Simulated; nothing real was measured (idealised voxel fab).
process module | voxel transistor to metal
cross-section cut | 215 nm wide | cells 5 nm
A cross-section is a grid of square cells, given in bands from the top down. A band is one or more rows of cells.
Each band's line starts with the height of the band's top and of its bottom, in nm. Then come its materials from left to right, each with its width in nm. One material with "throughout" fills the band from edge to edge. "air" is empty space.
Height 0 is the level under which the wafer as received is all one material. The lowest band goes on downwards, as in "0 down".
A width such as "30 to 40" changes by the same amount from each row of cells to the next, from the band's top row to its bottom row.
"no change" after a step means that no cell of the cross-section changed.
closed voids: empty space of 8 cells or more with no open way to the top, each as width x height at its distance from the left edge, in nm
after a step's settings: what the simulator itself notes on the step
overlay nm, on a step with a mask: how far to the right of its planned place the mask lay; to the left if negative
plan
1 op RECEIVE | material Si
2 op OXIDIZE | depth nm 5
3 op CONFORMAL_DEP | material SiN | thk nm 15
4 op DIRECTIONAL_DEP | material aC | thk nm 15
5 op PATTERN | tone cover | mask id ACTIVE | material resist | width nm 105 | thk nm 35 | overlay nm -15
6 op DIRECTIONAL_ETCH | etch materials aC | depth nm 15
7 op STRIP | etch materials resist
8 op DIRECTIONAL_ETCH | etch materials SiN | depth nm 15
9 op DIRECTIONAL_ETCH | etch materials SiO2 | depth nm 5
10 op DIRECTIONAL_ETCH | etch materials Si | depth nm 30
11 op STRIP | etch materials aC
12 op FILL_DEP | material SiO2 | thk nm 10
13 op CMP | height nm 15
14 op SELECTIVE_ETCH | etch materials SiO2 | depth nm 10
15 op STRIP | etch materials SiN
16 op SELECTIVE_ETCH | etch materials SiO2 | depth nm 5
17 op OXIDIZE | depth nm 5
18 op DIRECTIONAL_DEP | material polySi | thk nm 30
19 op DIRECTIONAL_DEP | material SiCN | thk nm 15
20 op DIRECTIONAL_DEP | material aC | thk nm 10
21 op PATTERN | tone cover | mask id GATE | material resist | width nm 25 | thk nm 25 | overlay nm 0
22 op DIRECTIONAL_ETCH | etch materials aC | depth nm 10
23 op STRIP | etch materials resist
24 op DIRECTIONAL_ETCH | etch materials SiCN | depth nm 25
25 op DIRECTIONAL_ETCH | etch materials polySi | depth nm 40
26 op STRIP | etch materials aC
27 op CONFORMAL_DEP | material SiN | thk nm 10
28 op DIRECTIONAL_ETCH | etch materials SiN | depth nm 10
29 op DIRECTIONAL_ETCH | etch materials SiO2 | depth nm 5
30 op DIRECTIONAL_ETCH | etch materials Si | depth nm 10
31 op EPI | material nSi | thk nm 10
32 op FILL_DEP | material SiO2 | thk nm 10
33 op CMP | height nm 40
34 op DIRECTIONAL_DEP | material SiO2 | thk nm 15
35 op PATTERN | tone open | mask id CONTACT | material resist | width nm 20 | pitch nm 75 | thk nm 15 | overlay nm 0
36 op DIRECTIONAL_ETCH | etch materials SiO2 | depth nm 65
37 op STRIP | etch materials resist
38 op CONFORMAL_DEP | material TiN | thk nm 5
39 op FILL_DEP | material Ru | thk nm 5
40 op CMP | height nm 55
41 op DIRECTIONAL_DEP | material TiN | thk nm 5
42 op DIRECTIONAL_DEP | material W | thk nm 25
43 op DIRECTIONAL_DEP | material aC | thk nm 15
44 op PATTERN | tone cover | mask id METAL_1 | material resist | width nm 20 | pitch nm 75 | thk nm 30 | overlay nm 0
45 op DIRECTIONAL_ETCH | etch materials aC | depth nm 15
46 op STRIP | etch materials resist
47 op DIRECTIONAL_ETCH | etch materials W | depth nm 25
48 op DIRECTIONAL_ETCH | etch materials TiN | depth nm 5
49 op STRIP | etch materials aC
50 op CONFORMAL_DEP | material SiCN | thk nm 5
51 op FILL_DEP | material SiO2 | thk nm 5
52 op CMP | height nm 85
53 op CONFORMAL_DEP | material SiN | thk nm 5
varied across the wafers: overlay nm of step 5. The plan shows the first wafer's value. All wafers start alike
first wafer as received, after step 1
  0 down: Si throughout
  closed voids: none
each wafer at the end: cells of each material gained (+) or lost (-) since it was received, then its closed voids
overlay nm -15 | +42 Ru | -216 Si | +70 SiCN | +83 SiN | +631 SiO2 | +62 TiN | +40 W | +32 nSi | +30 polySi | closed voids: none
overlay nm -10 | +42 Ru | -216 Si | +70 SiCN | +83 SiN | +631 SiO2 | +60 TiN | +40 W | +34 nSi | +30 polySi | closed voids: none
overlay nm -5 | +40 Ru | -216 Si | +70 SiCN | +83 SiN | +631 SiO2 | +60 TiN | +40 W | +36 nSi | +30 polySi | closed voids: none
overlay nm 0 | +40 Ru | -216 Si | +70 SiCN | +83 SiN | +631 SiO2 | +60 TiN | +40 W | +36 nSi | +30 polySi | closed voids: none
overlay nm 5 | +40 Ru | -216 Si | +70 SiCN | +83 SiN | +631 SiO2 | +60 TiN | +40 W | +36 nSi | +30 polySi | closed voids: none
overlay nm 10 | +42 Ru | -216 Si | +70 SiCN | +83 SiN | +631 SiO2 | +60 TiN | +40 W | +34 nSi | +30 polySi | closed voids: none
overlay nm 15 | +42 Ru | -216 Si | +70 SiCN | +83 SiN | +631 SiO2 | +62 TiN | +40 W | +32 nSi | +30 polySi | closed voids: none
